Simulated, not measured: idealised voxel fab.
process module | voxel transistor to metal
cross-section cut | 285 nm wide | cells 5 nm
A cross-section is a grid of square cells, given in bands from the top down. A band is one or more rows of cells.
Each band's line starts with the height of the band's top and of its bottom, in nm. Then come its materials from left to right, each with its width in nm. One material with "throughout" fills the band from edge to edge. "air" is empty space.
Height 0 is the level under which the wafer as received is all one material. The lowest band goes on downwards, as in "0 down".
A width such as "30 to 40" changes by the same amount from each row of cells to the next, from the band's top row to its bottom row.
"no change" after a step means that no cell of the cross-section changed.
closed voids: empty space of 8 cells or more with no open way to the top, each as width x height at its distance from the left edge, in nm
after a step's settings: what the simulator itself notes on the step
overlay nm, on a step with a mask: how far to the right of its planned place the mask lay; to the left if negative
plan
1 op RECEIVE | material Si
2 op OXIDIZE | depth nm 5
3 op CONFORMAL_DEP | material SiN | thk nm 10
4 op PATTERN | tone cover | mask id ACTIVE | material resist | width nm 100 | pitch nm 125 | thk nm 20 | overlay nm 0
5 op DIRECTIONAL_ETCH | etch materials SiN | depth nm 10
6 op DIRECTIONAL_ETCH | etch materials SiO2 | depth nm 5
7 op DIRECTIONAL_ETCH | etch materials Si | depth nm 25
8 op STRIP | etch materials resist
9 op FILL_DEP | material SiO2 | thk nm 10
10 op CMP | height nm 10
11 op SELECTIVE_ETCH | etch materials SiO2 | depth nm 5
12 op STRIP | etch materials SiN
13 op SELECTIVE_ETCH | etch materials SiO2 | depth nm 5
14 op OXIDIZE | depth nm 5
15 op DIRECTIONAL_DEP | material polySi | thk nm 25
16 op DIRECTIONAL_DEP | material SiCN | thk nm 10
17 op DIRECTIONAL_DEP | material aC | thk nm 10
18 op PATTERN | tone cover | mask id GATE | material resist | width nm 20 | pitch nm 125 | thk nm 30 | overlay nm 0
19 op DIRECTIONAL_ETCH | etch materials aC | depth nm 10
20 op STRIP | etch materials resist
21 op DIRECTIONAL_ETCH | etch materials SiCN | depth nm 20
22 op DIRECTIONAL_ETCH | etch materials polySi | depth nm 35
23 op STRIP | etch materials aC
24 op CONFORMAL_DEP | material SiN | thk nm 10
25 op DIRECTIONAL_ETCH | etch materials SiN | depth nm 10
26 op DIRECTIONAL_ETCH | etch materials SiO2 | depth nm 5
27 op EPI | material SiGe | thk nm 5
28 op FILL_DEP | material SiO2 | thk nm 10
29 op CMP | height nm 30
30 op DIRECTIONAL_DEP | material SiO2 | thk nm 15
31 op MASKED_ETCH | tone open | mask id CONTACT | width nm 30 | etch materials SiO2 | depth nm 50 | overlay nm 0
32 op CONFORMAL_DEP | material TiN | thk nm 5
33 op FILL_DEP | material W | thk nm 10
34 op CMP | height nm 45
35 op CONFORMAL_DEP | material SiCN | thk nm 5
36 op DIRECTIONAL_DEP | material lowk | thk nm 25
37 op MASKED_ETCH | tone open | mask id METAL_1 | width nm 15 | etch materials lowk | depth nm 25 | overlay nm 0
38 op MASKED_ETCH | tone open | mask id METAL_1 | width nm 15 | etch materials SiCN | depth nm 5 | overlay nm 0
39 op CONFORMAL_DEP | material TiN | thk nm 5
40 op FILL_DEP | material Ru | thk nm 10
41 op CMP | height nm 75
42 op EPI | material Ru | thk nm 5
43 op FILL_DEP | material SiCN | thk nm 5
first wafer, as planned
as received, after step 1
  0 down: Si throughout
  closed voids: none
after step 2
  0 to -5: SiO2 throughout
  below -5: unchanged
after step 3
  10 to 0: SiN throughout
  below 0: unchanged
after step 4
  30 to 10: air 30 | resist 100 | air 25 | resist 100 | air 30
  below 10: unchanged
after step 5
  30 to 10: air 30 | resist 100 | air 25 | resist 100 | air 30
  10 to 0: air 30 | SiN 100 | air 25 | SiN 100 | air 30
  below 0: unchanged
after step 6
  30 to 10: air 30 | resist 100 | air 25 | resist 100 | air 30
  10 to 0: air 30 | SiN 100 | air 25 | SiN 100 | air 30
  0 to -5: air 30 | SiO2 100 | air 25 | SiO2 100 | air 30
  below -5: unchanged
after step 7
  30 to 10: air 30 | resist 100 | air 25 | resist 100 | air 30
  10 to 0: air 30 | SiN 100 | air 25 | SiN 100 | air 30
  0 to -5: air 30 | SiO2 100 | air 25 | SiO2 100 | air 30
  -5 to -30: air 30 | Si 100 | air 25 | Si 100 | air 30
  below -30: unchanged
after step 8
  10 to 0: air 30 | SiN 100 | air 25 | SiN 100 | air 30
  below 0: unchanged
after step 9
  20 to 10: SiO2 throughout
  10 to 0: SiO2 30 | SiN 100 | SiO2 25 | SiN 100 | SiO2 30
  0 to -5: SiO2 throughout
  -5 to -30: SiO2 30 | Si 100 | SiO2 25 | Si 100 | SiO2 30
  below -30: unchanged
after step 10
  10 to 0: SiO2 30 | SiN 100 | SiO2 25 | SiN 100 | SiO2 30
  below 0: unchanged
after step 11
  10 to 5: air 30 | SiN 100 | air 25 | SiN 100 | air 30
  below 5: unchanged
after step 12
  5 to 0: SiO2 30 | air 100 | SiO2 25 | air 100 | SiO2 30
  below 0: unchanged
after step 13
  0 to -5: SiO2 25 | air 110 | SiO2 15 | air 110 | SiO2 25
  below -5: unchanged
after step 14
  0 to -5: SiO2 25 | air 110 | SiO2 15 | air 110 | SiO2 25
  -5 to -10: SiO2 throughout
  below -10: unchanged
after step 15
  25 to 20: polySi 25 | air 110 | polySi 15 | air 110 | polySi 25
  20 to 0: polySi throughout
  0 to -5: SiO2 25 | polySi 110 | SiO2 15 | polySi 110 | SiO2 25
  below -5: unchanged
after step 16
  35 to 30: SiCN 25 | air 110 | SiCN 15 | air 110 | SiCN 25
  30 to 25: SiCN throughout
  25 to 20: polySi 25 | SiCN 110 | polySi 15 | SiCN 110 | polySi 25
  below 20: unchanged
after step 17
  45 to 40: aC 25 | air 110 | aC 15 | air 110 | aC 25
  40 to 35: aC throughout
  35 to 30: SiCN 25 | aC 110 | SiCN 15 | aC 110 | SiCN 25
  below 30: unchanged
after step 18
  75 to 45: air 70 | resist 20 | air 105 | resist 20 | air 70
  45 to 40: aC 25 | air 45 | resist 20 | air 45 | aC 15 | air 45 | resist 20 | air 45 | aC 25
  below 40: unchanged
after step 19
  65 to 40: air 70 | resist 20 | air 105 | resist 20 | air 70
  40 to 35: air 70 | aC 20 | air 105 | aC 20 | air 70
  35 to 30: SiCN 25 | air 45 | aC 20 | air 45 | SiCN 15 | air 45 | aC 20 | air 45 | SiCN 25
  below 30: unchanged
after step 20
  40 to 35: air 70 | aC 20 | air 105 | aC 20 | air 70
  below 35: unchanged
after step 21
  40 to 30: air 70 | aC 20 | air 105 | aC 20 | air 70
  30 to 25: air 70 | SiCN 20 | air 105 | SiCN 20 | air 70
  25 to 20: polySi 25 | air 45 | SiCN 20 | air 45 | polySi 15 | air 45 | SiCN 20 | air 45 | polySi 25
  below 20: unchanged
after step 22
  40 to 30: air 70 | aC 20 | air 105 | aC 20 | air 70
  30 to 20: air 70 | SiCN 20 | air 105 | SiCN 20 | air 70
  20 to 0: air 70 | polySi 20 | air 105 | polySi 20 | air 70
  0 to -5: SiO2 25 | air 45 | polySi 20 | air 45 | SiO2 15 | air 45 | polySi 20 | air 45 | SiO2 25
  below -5: unchanged
after step 23
  30 to 20: air 70 | SiCN 20 | air 105 | SiCN 20 | air 70
  below 20: unchanged
after step 24
  40 to 30: air 60 | SiN 40 | air 85 | SiN 40 | air 60
  30 to 20: air 60 | SiN 10 | SiCN 20 | SiN 10 | air 85 | SiN 10 | SiCN 20 | SiN 10 | air 60
  20 to 10: air 60 | SiN 10 | polySi 20 | SiN 10 | air 85 | SiN 10 | polySi 20 | SiN 10 | air 60
  10 to 5: SiN 35 | air 25 | SiN 10 | polySi 20 | SiN 10 | air 25 | SiN 35 | air 25 | SiN 10 | polySi 20 | SiN 10 | air 25 | SiN 35
  5 to 0: SiN 70 | polySi 20 | SiN 105 | polySi 20 | SiN 70
  0 to -5: SiO2 25 | SiN 45 | polySi 20 | SiN 45 | SiO2 15 | SiN 45 | polySi 20 | SiN 45 | SiO2 25
  below -5: unchanged
after step 25
  30 to 20: air 60 | SiN 10 | SiCN 20 | SiN 10 | air 85 | SiN 10 | SiCN 20 | SiN 10 | air 60
  20 to 0: air 60 | SiN 10 | polySi 20 | SiN 10 | air 85 | SiN 10 | polySi 20 | SiN 10 | air 60
  0 to -5: SiO2 25 | SiN 10 | air 25 | SiN 10 | polySi 20 | SiN 10 | air 25 | SiN 10 | SiO2 15 | SiN 10 | air 25 | SiN 10 | polySi 20 | SiN 10 | air 25 | SiN 10 | SiO2 25
  below -5: unchanged
after step 26
  30 to 20: air 60 | SiN 10 | SiCN 20 | SiN 10 | air 85 | SiN 10 | SiCN 20 | SiN 10 | air 60
  20 to 0: air 60 | SiN 10 | polySi 20 | SiN 10 | air 85 | SiN 10 | polySi 20 | SiN 10 | air 60
  0 to -5: air 25 | SiN 10 | air 25 | SiN 10 | polySi 20 | SiN 10 | air 25 | SiN 10 | air 15 | SiN 10 | air 25 | SiN 10 | polySi 20 | SiN 10 | air 25 | SiN 10 | air 25
  -5 to -10: SiO2 35 | air 25 | SiO2 40 | air 25 | SiO2 35 | air 25 | SiO2 40 | air 25 | SiO2 35
  below -10: unchanged
after step 27
  30 to 20: air 60 | SiN 10 | SiCN 20 | SiN 10 | air 85 | SiN 10 | SiCN 20 | SiN 10 | air 60
  20 to 0: air 60 | SiN 10 | polySi 20 | SiN 10 | air 85 | SiN 10 | polySi 20 | SiN 10 | air 60
  0 to -5: air 25 | SiN 10 | air 25 | SiN 10 | polySi 20 | SiN 10 | air 25 | SiN 10 | air 15 | SiN 10 | air 25 | SiN 10 | polySi 20 | SiN 10 | air 25 | SiN 10 | air 25
  -5 to -10: SiO2 35 | SiGe 25 | SiO2 40 | SiGe 25 | SiO2 35 | SiGe 25 | SiO2 40 | SiGe 25 | SiO2 35
  below -10: unchanged
after step 28
  40 to 30: SiO2 throughout
  30 to 20: SiO2 60 | SiN 10 | SiCN 20 | SiN 10 | SiO2 85 | SiN 10 | SiCN 20 | SiN 10 | SiO2 60
  20 to 0: SiO2 60 | SiN 10 | polySi 20 | SiN 10 | SiO2 85 | SiN 10 | polySi 20 | SiN 10 | SiO2 60
  0 to -5: SiO2 25 | SiN 10 | SiO2 25 | SiN 10 | polySi 20 | SiN 10 | SiO2 25 | SiN 10 | SiO2 15 | SiN 10 | SiO2 25 | SiN 10 | polySi 20 | SiN 10 | SiO2 25 | SiN 10 | SiO2 25
  below -5: unchanged
after step 29
  30 to 20: SiO2 60 | SiN 10 | SiCN 20 | SiN 10 | SiO2 85 | SiN 10 | SiCN 20 | SiN 10 | SiO2 60
  below 20: unchanged
after step 30
  45 to 30: SiO2 throughout
  below 30: unchanged
after step 31
  45 to 30: SiO2 35 | air 30 | SiO2 30 | air 30 | SiO2 35 | air 30 | SiO2 30 | air 30 | SiO2 35
  30 to 20: SiO2 35 | air 25 | SiN 10 | SiCN 20 | SiN 10 | air 25 | SiO2 35 | air 25 | SiN 10 | SiCN 20 | SiN 10 | air 25 | SiO2 35
  20 to 0: SiO2 35 | air 25 | SiN 10 | polySi 20 | SiN 10 | air 25 | SiO2 35 | air 25 | SiN 10 | polySi 20 | SiN 10 | air 25 | SiO2 35
  0 to -5: SiO2 25 | SiN 10 | air 25 | SiN 10 | polySi 20 | SiN 10 | air 25 | SiN 10 | SiO2 15 | SiN 10 | air 25 | SiN 10 | polySi 20 | SiN 10 | air 25 | SiN 10 | SiO2 25
  below -5: unchanged
after step 32
  50 to 45: TiN 40 | air 20 | TiN 40 | air 20 | TiN 45 | air 20 | TiN 40 | air 20 | TiN 40
  45 to 35: SiO2 35 | TiN 5 | air 20 | TiN 5 | SiO2 30 | TiN 5 | air 20 | TiN 5 | SiO2 35 | TiN 5 | air 20 | TiN 5 | SiO2 30 | TiN 5 | air 20 | TiN 5 | SiO2 35
  35 to 30: SiO2 35 | TiN 5 | air 15 | TiN 10 | SiO2 30 | TiN 10 | air 15 | TiN 5 | SiO2 35 | TiN 5 | air 15 | TiN 10 | SiO2 30 | TiN 10 | air 15 | TiN 5 | SiO2 35
  30 to 20: SiO2 35 | TiN 5 | air 15 | TiN 5 | SiN 10 | SiCN 20 | SiN 10 | TiN 5 | air 15 | TiN 5 | SiO2 35 | TiN 5 | air 15 | TiN 5 | SiN 10 | SiCN 20 | SiN 10 | TiN 5 | air 15 | TiN 5 | SiO2 35
  20 to 0: SiO2 35 | TiN 5 | air 15 | TiN 5 | SiN 10 | polySi 20 | SiN 10 | TiN 5 | air 15 | TiN 5 | SiO2 35 | TiN 5 | air 15 | TiN 5 | SiN 10 | polySi 20 | SiN 10 | TiN 5 | air 15 | TiN 5 | SiO2 35
  0 to -5: SiO2 25 | SiN 10 | TiN 25 | SiN 10 | polySi 20 | SiN 10 | TiN 25 | SiN 10 | SiO2 15 | SiN 10 | TiN 25 | SiN 10 | polySi 20 | SiN 10 | TiN 25 | SiN 10 | SiO2 25
  below -5: unchanged
after step 33
  60 to 50: W throughout
  50 to 45: TiN 40 | W 20 | TiN 40 | W 20 | TiN 45 | W 20 | TiN 40 | W 20 | TiN 40
  45 to 35: SiO2 35 | TiN 5 | W 20 | TiN 5 | SiO2 30 | TiN 5 | W 20 | TiN 5 | SiO2 35 | TiN 5 | W 20 | TiN 5 | SiO2 30 | TiN 5 | W 20 | TiN 5 | SiO2 35
  35 to 30: SiO2 35 | TiN 5 | W 15 | TiN 10 | SiO2 30 | TiN 10 | W 15 | TiN 5 | SiO2 35 | TiN 5 | W 15 | TiN 10 | SiO2 30 | TiN 10 | W 15 | TiN 5 | SiO2 35
  30 to 20: SiO2 35 | TiN 5 | W 15 | TiN 5 | SiN 10 | SiCN 20 | SiN 10 | TiN 5 | W 15 | TiN 5 | SiO2 35 | TiN 5 | W 15 | TiN 5 | SiN 10 | SiCN 20 | SiN 10 | TiN 5 | W 15 | TiN 5 | SiO2 35
  20 to 0: SiO2 35 | TiN 5 | W 15 | TiN 5 | SiN 10 | polySi 20 | SiN 10 | TiN 5 | W 15 | TiN 5 | SiO2 35 | TiN 5 | W 15 | TiN 5 | SiN 10 | polySi 20 | SiN 10 | TiN 5 | W 15 | TiN 5 | SiO2 35
  below 0: unchanged
after step 34
  45 to 35: SiO2 35 | TiN 5 | W 20 | TiN 5 | SiO2 30 | TiN 5 | W 20 | TiN 5 | SiO2 35 | TiN 5 | W 20 | TiN 5 | SiO2 30 | TiN 5 | W 20 | TiN 5 | SiO2 35
  below 35: unchanged
after step 35
  50 to 45: SiCN throughout
  below 45: unchanged
after step 36
  75 to 50: lowk throughout
  below 50: unchanged
after step 37
  75 to 50: lowk 35 | air 15 | lowk 60 | air 15 | lowk 35 | air 15 | lowk 60 | air 15 | lowk 35
  below 50: unchanged
after step 38
  75 to 50: lowk 35 | air 15 | lowk 60 | air 15 | lowk 35 | air 15 | lowk 60 | air 15 | lowk 35
  50 to 45: SiCN 35 | air 15 | SiCN 60 | air 15 | SiCN 35 | air 15 | SiCN 60 | air 15 | SiCN 35
  below 45: unchanged
after step 39
  80 to 75: TiN 40 | air 5 | TiN 70 | air 5 | TiN 45 | air 5 | TiN 70 | air 5 | TiN 40
  75 to 50: lowk 35 | TiN 5 | air 5 | TiN 5 | lowk 60 | TiN 5 | air 5 | TiN 5 | lowk 35 | TiN 5 | air 5 | TiN 5 | lowk 60 | TiN 5 | air 5 | TiN 5 | lowk 35
  50 to 45: SiCN 35 | TiN 15 | SiCN 60 | TiN 15 | SiCN 35 | TiN 15 | SiCN 60 | TiN 15 | SiCN 35
  below 45: unchanged
after step 40
  90 to 80: Ru throughout
  80 to 75: TiN 40 | Ru 5 | TiN 70 | Ru 5 | TiN 45 | Ru 5 | TiN 70 | Ru 5 | TiN 40
  75 to 50: lowk 35 | TiN 5 | Ru 5 | TiN 5 | lowk 60 | TiN 5 | Ru 5 | TiN 5 | lowk 35 | TiN 5 | Ru 5 | TiN 5 | lowk 60 | TiN 5 | Ru 5 | TiN 5 | lowk 35
  below 50: unchanged
after step 41
  75 to 50: lowk 35 | TiN 5 | Ru 5 | TiN 5 | lowk 60 | TiN 5 | Ru 5 | TiN 5 | lowk 35 | TiN 5 | Ru 5 | TiN 5 | lowk 60 | TiN 5 | Ru 5 | TiN 5 | lowk 35
  below 50: unchanged
after step 42
  80 to 75: air 30 | Ru 25 | air 50 | Ru 25 | air 25 | Ru 25 | air 50 | Ru 25 | air 30
  below 75: unchanged
after step 43
  85 to 80: SiCN throughout
  80 to 75: SiCN 30 | Ru 25 | SiCN 50 | Ru 25 | SiCN 25 | Ru 25 | SiCN 50 | Ru 25 | SiCN 30
  below 75: unchanged
second wafer: like start, like plan, one mistake. Through step 13 it matches the first wafer
when step 14 should have ended
  0 to -5: SiO2 25 | air 110 | SiO2 15 | air 110 | SiO2 25
  -5 to -20: SiO2 throughout
  below -20: unchanged
when step 15 should have ended
  25 to 20: polySi 25 | air 110 | polySi 15 | air 110 | polySi 25
  20 to 0: polySi throughout
  0 to -5: SiO2 25 | polySi 110 | SiO2 15 | polySi 110 | SiO2 25
  below -5: unchanged
when step 16 should have ended
  35 to 30: SiCN 25 | air 110 | SiCN 15 | air 110 | SiCN 25
  30 to 25: SiCN throughout
  25 to 20: polySi 25 | SiCN 110 | polySi 15 | SiCN 110 | polySi 25
  below 20: unchanged
when step 17 should have ended
  45 to 40: aC 25 | air 110 | aC 15 | air 110 | aC 25
  40 to 35: aC throughout
  35 to 30: SiCN 25 | aC 110 | SiCN 15 | aC 110 | SiCN 25
  below 30: unchanged
when step 18 should have ended
  75 to 45: air 70 | resist 20 | air 105 | resist 20 | air 70
  45 to 40: aC 25 | air 45 | resist 20 | air 45 | aC 15 | air 45 | resist 20 | air 45 | aC 25
  below 40: unchanged
when step 19 should have ended
  65 to 40: air 70 | resist 20 | air 105 | resist 20 | air 70
  40 to 35: air 70 | aC 20 | air 105 | aC 20 | air 70
  35 to 30: SiCN 25 | air 45 | aC 20 | air 45 | SiCN 15 | air 45 | aC 20 | air 45 | SiCN 25
  below 30: unchanged
when step 20 should have ended
  40 to 35: air 70 | aC 20 | air 105 | aC 20 | air 70
  below 35: unchanged
when step 21 should have ended
  40 to 30: air 70 | aC 20 | air 105 | aC 20 | air 70
  30 to 25: air 70 | SiCN 20 | air 105 | SiCN 20 | air 70
  25 to 20: polySi 25 | air 45 | SiCN 20 | air 45 | polySi 15 | air 45 | SiCN 20 | air 45 | polySi 25
  below 20: unchanged
when step 22 should have ended
  40 to 30: air 70 | aC 20 | air 105 | aC 20 | air 70
  30 to 20: air 70 | SiCN 20 | air 105 | SiCN 20 | air 70
  20 to 0: air 70 | polySi 20 | air 105 | polySi 20 | air 70
  0 to -5: SiO2 25 | air 45 | polySi 20 | air 45 | SiO2 15 | air 45 | polySi 20 | air 45 | SiO2 25
  below -5: unchanged
when step 23 should have ended
  30 to 20: air 70 | SiCN 20 | air 105 | SiCN 20 | air 70
  below 20: unchanged
when step 24 should have ended
  40 to 30: air 60 | SiN 40 | air 85 | SiN 40 | air 60
  30 to 20: air 60 | SiN 10 | SiCN 20 | SiN 10 | air 85 | SiN 10 | SiCN 20 | SiN 10 | air 60
  20 to 10: air 60 | SiN 10 | polySi 20 | SiN 10 | air 85 | SiN 10 | polySi 20 | SiN 10 | air 60
  10 to 5: SiN 35 | air 25 | SiN 10 | polySi 20 | SiN 10 | air 25 | SiN 35 | air 25 | SiN 10 | polySi 20 | SiN 10 | air 25 | SiN 35
  5 to 0: SiN 70 | polySi 20 | SiN 105 | polySi 20 | SiN 70
  0 to -5: SiO2 25 | SiN 45 | polySi 20 | SiN 45 | SiO2 15 | SiN 45 | polySi 20 | SiN 45 | SiO2 25
  below -5: unchanged
when step 25 should have ended
  30 to 20: air 60 | SiN 10 | SiCN 20 | SiN 10 | air 85 | SiN 10 | SiCN 20 | SiN 10 | air 60
  20 to 0: air 60 | SiN 10 | polySi 20 | SiN 10 | air 85 | SiN 10 | polySi 20 | SiN 10 | air 60
  0 to -5: SiO2 25 | SiN 10 | air 25 | SiN 10 | polySi 20 | SiN 10 | air 25 | SiN 10 | SiO2 15 | SiN 10 | air 25 | SiN 10 | polySi 20 | SiN 10 | air 25 | SiN 10 | SiO2 25
  below -5: unchanged
when step 26 should have ended
  30 to 20: air 60 | SiN 10 | SiCN 20 | SiN 10 | air 85 | SiN 10 | SiCN 20 | SiN 10 | air 60
  20 to 0: air 60 | SiN 10 | polySi 20 | SiN 10 | air 85 | SiN 10 | polySi 20 | SiN 10 | air 60
  0 to -5: air 25 | SiN 10 | air 25 | SiN 10 | polySi 20 | SiN 10 | air 25 | SiN 10 | air 15 | SiN 10 | air 25 | SiN 10 | polySi 20 | SiN 10 | air 25 | SiN 10 | air 25
  -5 to -10: SiO2 35 | air 25 | SiO2 40 | air 25 | SiO2 35 | air 25 | SiO2 40 | air 25 | SiO2 35
  below -10: unchanged
when step 27 should have ended: no change
when step 28 should have ended
  40 to 30: SiO2 throughout
  30 to 20: SiO2 60 | SiN 10 | SiCN 20 | SiN 10 | SiO2 85 | SiN 10 | SiCN 20 | SiN 10 | SiO2 60
  20 to 0: SiO2 60 | SiN 10 | polySi 20 | SiN 10 | SiO2 85 | SiN 10 | polySi 20 | SiN 10 | SiO2 60
  0 to -5: SiO2 25 | SiN 10 | SiO2 25 | SiN 10 | polySi 20 | SiN 10 | SiO2 25 | SiN 10 | SiO2 15 | SiN 10 | SiO2 25 | SiN 10 | polySi 20 | SiN 10 | SiO2 25 | SiN 10 | SiO2 25
  -5 to -20: SiO2 throughout
  below -20: unchanged
when step 29 should have ended
  30 to 20: SiO2 60 | SiN 10 | SiCN 20 | SiN 10 | SiO2 85 | SiN 10 | SiCN 20 | SiN 10 | SiO2 60
  below 20: unchanged
when step 30 should have ended
  45 to 30: SiO2 throughout
  below 30: unchanged
when step 31 should have ended
  45 to 30: SiO2 35 | air 30 | SiO2 30 | air 30 | SiO2 35 | air 30 | SiO2 30 | air 30 | SiO2 35
  30 to 20: SiO2 35 | air 25 | SiN 10 | SiCN 20 | SiN 10 | air 25 | SiO2 35 | air 25 | SiN 10 | SiCN 20 | SiN 10 | air 25 | SiO2 35
  20 to 0: SiO2 35 | air 25 | SiN 10 | polySi 20 | SiN 10 | air 25 | SiO2 35 | air 25 | SiN 10 | polySi 20 | SiN 10 | air 25 | SiO2 35
  0 to -5: SiO2 25 | SiN 10 | air 25 | SiN 10 | polySi 20 | SiN 10 | air 25 | SiN 10 | SiO2 15 | SiN 10 | air 25 | SiN 10 | polySi 20 | SiN 10 | air 25 | SiN 10 | SiO2 25
  below -5: unchanged
when step 32 should have ended
  50 to 45: TiN 40 | air 20 | TiN 40 | air 20 | TiN 45 | air 20 | TiN 40 | air 20 | TiN 40
  45 to 35: SiO2 35 | TiN 5 | air 20 | TiN 5 | SiO2 30 | TiN 5 | air 20 | TiN 5 | SiO2 35 | TiN 5 | air 20 | TiN 5 | SiO2 30 | TiN 5 | air 20 | TiN 5 | SiO2 35
  35 to 30: SiO2 35 | TiN 5 | air 15 | TiN 10 | SiO2 30 | TiN 10 | air 15 | TiN 5 | SiO2 35 | TiN 5 | air 15 | TiN 10 | SiO2 30 | TiN 10 | air 15 | TiN 5 | SiO2 35
  30 to 20: SiO2 35 | TiN 5 | air 15 | TiN 5 | SiN 10 | SiCN 20 | SiN 10 | TiN 5 | air 15 | TiN 5 | SiO2 35 | TiN 5 | air 15 | TiN 5 | SiN 10 | SiCN 20 | SiN 10 | TiN 5 | air 15 | TiN 5 | SiO2 35
  20 to 0: SiO2 35 | TiN 5 | air 15 | TiN 5 | SiN 10 | polySi 20 | SiN 10 | TiN 5 | air 15 | TiN 5 | SiO2 35 | TiN 5 | air 15 | TiN 5 | SiN 10 | polySi 20 | SiN 10 | TiN 5 | air 15 | TiN 5 | SiO2 35
  0 to -5: SiO2 25 | SiN 10 | TiN 25 | SiN 10 | polySi 20 | SiN 10 | TiN 25 | SiN 10 | SiO2 15 | SiN 10 | TiN 25 | SiN 10 | polySi 20 | SiN 10 | TiN 25 | SiN 10 | SiO2 25
  below -5: unchanged
when step 33 should have ended
  60 to 50: W throughout
  50 to 45: TiN 40 | W 20 | TiN 40 | W 20 | TiN 45 | W 20 | TiN 40 | W 20 | TiN 40
  45 to 35: SiO2 35 | TiN 5 | W 20 | TiN 5 | SiO2 30 | TiN 5 | W 20 | TiN 5 | SiO2 35 | TiN 5 | W 20 | TiN 5 | SiO2 30 | TiN 5 | W 20 | TiN 5 | SiO2 35
  35 to 30: SiO2 35 | TiN 5 | W 15 | TiN 10 | SiO2 30 | TiN 10 | W 15 | TiN 5 | SiO2 35 | TiN 5 | W 15 | TiN 10 | SiO2 30 | TiN 10 | W 15 | TiN 5 | SiO2 35
  30 to 20: SiO2 35 | TiN 5 | W 15 | TiN 5 | SiN 10 | SiCN 20 | SiN 10 | TiN 5 | W 15 | TiN 5 | SiO2 35 | TiN 5 | W 15 | TiN 5 | SiN 10 | SiCN 20 | SiN 10 | TiN 5 | W 15 | TiN 5 | SiO2 35
  20 to 0: SiO2 35 | TiN 5 | W 15 | TiN 5 | SiN 10 | polySi 20 | SiN 10 | TiN 5 | W 15 | TiN 5 | SiO2 35 | TiN 5 | W 15 | TiN 5 | SiN 10 | polySi 20 | SiN 10 | TiN 5 | W 15 | TiN 5 | SiO2 35
  below 0: unchanged
when step 34 should have ended
  45 to 35: SiO2 35 | TiN 5 | W 20 | TiN 5 | SiO2 30 | TiN 5 | W 20 | TiN 5 | SiO2 35 | TiN 5 | W 20 | TiN 5 | SiO2 30 | TiN 5 | W 20 | TiN 5 | SiO2 35
  below 35: unchanged
when step 35 should have ended
  50 to 45: SiCN throughout
  below 45: unchanged
when step 36 should have ended
  75 to 50: lowk throughout
  below 50: unchanged
when step 37 should have ended
  75 to 50: lowk 35 | air 15 | lowk 60 | air 15 | lowk 35 | air 15 | lowk 60 | air 15 | lowk 35
  below 50: unchanged
when step 38 should have ended
  75 to 50: lowk 35 | air 15 | lowk 60 | air 15 | lowk 35 | air 15 | lowk 60 | air 15 | lowk 35
  50 to 45: SiCN 35 | air 15 | SiCN 60 | air 15 | SiCN 35 | air 15 | SiCN 60 | air 15 | SiCN 35
  below 45: unchanged
when step 39 should have ended
  80 to 75: TiN 40 | air 5 | TiN 70 | air 5 | TiN 45 | air 5 | TiN 70 | air 5 | TiN 40
  75 to 50: lowk 35 | TiN 5 | air 5 | TiN 5 | lowk 60 | TiN 5 | air 5 | TiN 5 | lowk 35 | TiN 5 | air 5 | TiN 5 | lowk 60 | TiN 5 | air 5 | TiN 5 | lowk 35
  50 to 45: SiCN 35 | TiN 15 | SiCN 60 | TiN 15 | SiCN 35 | TiN 15 | SiCN 60 | TiN 15 | SiCN 35
  below 45: unchanged
when step 40 should have ended
  90 to 80: Ru throughout
  80 to 75: TiN 40 | Ru 5 | TiN 70 | Ru 5 | TiN 45 | Ru 5 | TiN 70 | Ru 5 | TiN 40
  75 to 50: lowk 35 | TiN 5 | Ru 5 | TiN 5 | lowk 60 | TiN 5 | Ru 5 | TiN 5 | lowk 35 | TiN 5 | Ru 5 | TiN 5 | lowk 60 | TiN 5 | Ru 5 | TiN 5 | lowk 35
  below 50: unchanged
when step 41 should have ended
  75 to 50: lowk 35 | TiN 5 | Ru 5 | TiN 5 | lowk 60 | TiN 5 | Ru 5 | TiN 5 | lowk 35 | TiN 5 | Ru 5 | TiN 5 | lowk 60 | TiN 5 | Ru 5 | TiN 5 | lowk 35
  below 50: unchanged
when step 42 should have ended
  80 to 75: air 30 | Ru 25 | air 50 | Ru 25 | air 25 | Ru 25 | air 50 | Ru 25 | air 30
  below 75: unchanged
when step 43 should have ended
  85 to 80: SiCN throughout
  80 to 75: SiCN 30 | Ru 25 | SiCN 50 | Ru 25 | SiCN 25 | Ru 25 | SiCN 50 | Ru 25 | SiCN 30
  below 75: unchanged
what went wrong: step 14 ran as: op OXIDIZE | depth nm 15
at the end the second wafer has, in cells: 80 fewer of Si | 20 fewer of SiGe | 100 more of SiO2
